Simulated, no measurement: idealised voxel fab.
process module | voxel transistor to metal
cross-section cut | 195 nm wide | cells 5 nm
A cross-section is a grid of square cells, given in bands from the top down. A band is one or more rows of cells.
Each band's line starts with the height of the band's top and of its bottom, in nm. Then come its materials from left to right, each with its width in nm. One material with "throughout" fills the band from edge to edge. "air" is empty space.
Height 0 is the level under which the wafer as received is all one material. The lowest band goes on downwards, as in "0 down".
A width such as "30 to 40" changes by the same amount from each row of cells to the next, from the band's top row to its bottom row.
"no change" after a step means that no cell of the cross-section changed.
closed voids: empty space of 8 cells or more with no open way to the top, each as width x height at its distance from the left edge, in nm
after a step's settings: what the simulator itself notes on the step
overlay nm, on a step with a mask: how far to the right of its planned place the mask lay; to the left if negative
plan
1 op RECEIVE | material Si
2 op OXIDIZE | depth nm 5
3 op CONFORMAL_DEP | material SiN | thk nm 15
4 op MASKED_ETCH | tone cover | mask id ACTIVE | width nm 105 | etch materials SiN | depth nm 15 | overlay nm 0
5 op MASKED_ETCH | tone cover | mask id ACTIVE | width nm 105 | etch materials SiO2 | depth nm 5 | overlay nm 0
6 op MASKED_ETCH | tone cover | mask id ACTIVE | width nm 105 | etch materials Si | depth nm 25 | overlay nm 0
7 op FILL_DEP | material SiO2 | thk nm 15
8 op CMP | height nm 15
9 op SELECTIVE_ETCH | etch materials SiO2 | depth nm 5
10 op STRIP | etch materials SiN
11 op SELECTIVE_ETCH | etch materials SiO2 | depth nm 5
12 op OXIDIZE | depth nm 5
13 op DIRECTIONAL_DEP | material polySi | thk nm 25
14 op DIRECTIONAL_DEP | material SiCN | thk nm 10
15 op MASKED_ETCH | tone cover | mask id GATE | width nm 15 | etch materials SiCN | depth nm 20 | overlay nm 0
16 op MASKED_ETCH | tone cover | mask id GATE | width nm 15 | etch materials polySi | depth nm 35 | overlay nm 0
17 op CONFORMAL_DEP | material SiO2 | thk nm 5
18 op DIRECTIONAL_ETCH | etch materials SiO2 | depth nm 5
19 op CONFORMAL_DEP | material SiN | thk nm 5
20 op DIRECTIONAL_ETCH | etch materials SiN | depth nm 5
21 op DIRECTIONAL_ETCH | etch materials SiO2 | depth nm 5
22 op DIRECTIONAL_ETCH | etch materials Si | depth nm 5
23 op EPI | material SiGe | thk nm 10
24 op FILL_DEP | material SiO2 | thk nm 5
25 op CMP | height nm 30
26 op DIRECTIONAL_DEP | material SiO2 | thk nm 10
27 op DIRECTIONAL_DEP | material aC | thk nm 15
28 op PATTERN | tone open | mask id CONTACT | material resist | width nm 35 | pitch nm 60 | thk nm 35 | overlay nm 0
29 op DIRECTIONAL_ETCH | etch materials aC | depth nm 15
30 op STRIP | etch materials resist
31 op DIRECTIONAL_ETCH | etch materials SiO2 | depth nm 45
32 op STRIP | etch materials aC
33 op CONFORMAL_DEP | material TiN | thk nm 5
34 op FILL_DEP | material Ru | thk nm 10
35 op CMP | height nm 40
36 op CONFORMAL_DEP | material SiN | thk nm 5
37 op DIRECTIONAL_DEP | material lowk | thk nm 25
38 op MASKED_ETCH | tone open | mask id METAL_1 | width nm 20 | pitch nm 75 | etch materials lowk | depth nm 25 | overlay nm 0
39 op MASKED_ETCH | tone open | mask id METAL_1 | width nm 20 | pitch nm 75 | etch materials SiN | depth nm 5 | overlay nm 0
40 op CONFORMAL_DEP | material TiN | thk nm 5
41 op FILL_DEP | material W | thk nm 10
42 op CMP | height nm 70
43 op CONFORMAL_DEP | material SiCN | thk nm 5
as received, after step 1
  0 down: Si throughout
  closed voids: none
first wafer at the end, as planned
  75 to 70: SiCN throughout
  70 to 45: lowk 50 | TiN 5 | W 10 | TiN 5 | lowk 55 | TiN 5 | W 10 | TiN 5 | lowk 50
  45 to 40: SiN 50 | TiN 20 | SiN 55 | TiN 20 | SiN 50
  40 to 30: SiO2 50 | TiN 5 | Ru 25 to 20 | TiN 5 to 10 | SiO2 25 | TiN 5 to 10 | Ru 25 to 20 | TiN 5 | SiO2 50
  30 to 20: SiO2 50 | TiN 5 | Ru 20 | TiN 5 | SiN 5 | SiO2 5 | SiCN 15 | SiO2 5 | SiN 5 | TiN 5 | Ru 20 | TiN 5 | SiO2 50
  20 to 5: SiO2 50 | TiN 5 | Ru 20 | TiN 5 | SiN 5 | SiO2 5 | polySi 15 | SiO2 5 | SiN 5 | TiN 5 | Ru 20 | TiN 5 | SiO2 50
  5 to 0: SiO2 45 | SiN 5 | TiN 30 | SiN 5 | SiO2 5 | polySi 15 | SiO2 5 | SiN 5 | TiN 30 | SiN 5 | SiO2 45
  0 to -5: SiO2 45 | SiN 5 | SiGe 10 | TiN 10 | SiGe 10 | SiN 5 | SiO2 5 | polySi 15 | SiO2 5 | SiN 5 | SiGe 10 | TiN 10 | SiGe 10 | SiN 5 | SiO2 45
  -5 to -10: SiO2 50 | SiGe 30 | SiO2 35 | SiGe 30 | SiO2 50
  -10 to -15: SiO2 45 | Si 5 | SiGe 30 | Si 35 | SiGe 30 | Si 5 | SiO2 45
  -15 to -30: SiO2 45 | Si 105 | SiO2 45
  -30 down: Si throughout
  closed voids: none
second wafer at the end: like start, like plan, one mistake
  75 to 70: SiCN throughout
  70 to 45: lowk 50 | TiN 5 | W 10 | TiN 5 | lowk 55 | TiN 5 | W 10 | TiN 5 | lowk 50
  45 to 40: SiN 50 | TiN 20 | SiN 55 | TiN 20 | SiN 50
  40 to 30: SiO2 50 | TiN 5 | Ru 25 to 20 | TiN 5 to 10 | SiO2 25 | TiN 5 to 10 | Ru 25 to 20 | TiN 5 | SiO2 50
  30 to 20: SiO2 50 | TiN 5 | Ru 20 | TiN 5 | SiN 5 | SiO2 5 | SiCN 15 | SiO2 5 | SiN 5 | TiN 5 | Ru 20 | TiN 5 | SiO2 50
  20 to 10: SiO2 50 | TiN 5 | Ru 20 | TiN 5 | SiN 5 | SiO2 5 | polySi 15 | SiO2 5 | SiN 5 | TiN 5 | Ru 20 | TiN 5 | SiO2 50
  10 to 5: SiO2 50 | TiN 10 | Ru 15 | TiN 5 | SiN 5 | SiO2 5 | polySi 15 | SiO2 5 | SiN 5 | TiN 5 | Ru 15 | TiN 10 | SiO2 50
  5 to 0: SiO2 50 | SiN 5 | TiN 25 | SiN 5 | SiO2 5 | polySi 15 | SiO2 5 | SiN 5 | TiN 25 | SiN 5 | SiO2 50
  0 to -5: SiO2 50 | SiN 5 | SiGe 10 | TiN 5 | SiGe 10 | SiN 5 | SiO2 5 | polySi 15 | SiO2 5 | SiN 5 | SiGe 10 | TiN 5 | SiGe 10 | SiN 5 | SiO2 50
  -5 to -10: SiO2 55 | SiGe 25 | SiO2 35 | SiGe 25 | SiO2 55
  -10 to -15: SiO2 45 | Si 10 | SiGe 25 | Si 35 | SiGe 25 | Si 10 | SiO2 45
  -15 to -30: SiO2 45 | Si 105 | SiO2 45
  -30 down: Si throughout
  closed voids: none
what went wrong: step 4 ran as: op MASKED_ETCH | tone cover | mask id ACTIVE | width nm 95 | etch materials SiN | depth nm 15 | overlay nm 0
at the end the second wafer has, in cells: 2 fewer of Ru | 2 more of Si | 4 fewer of SiGe | 6 more of SiO2 | 2 fewer of TiN
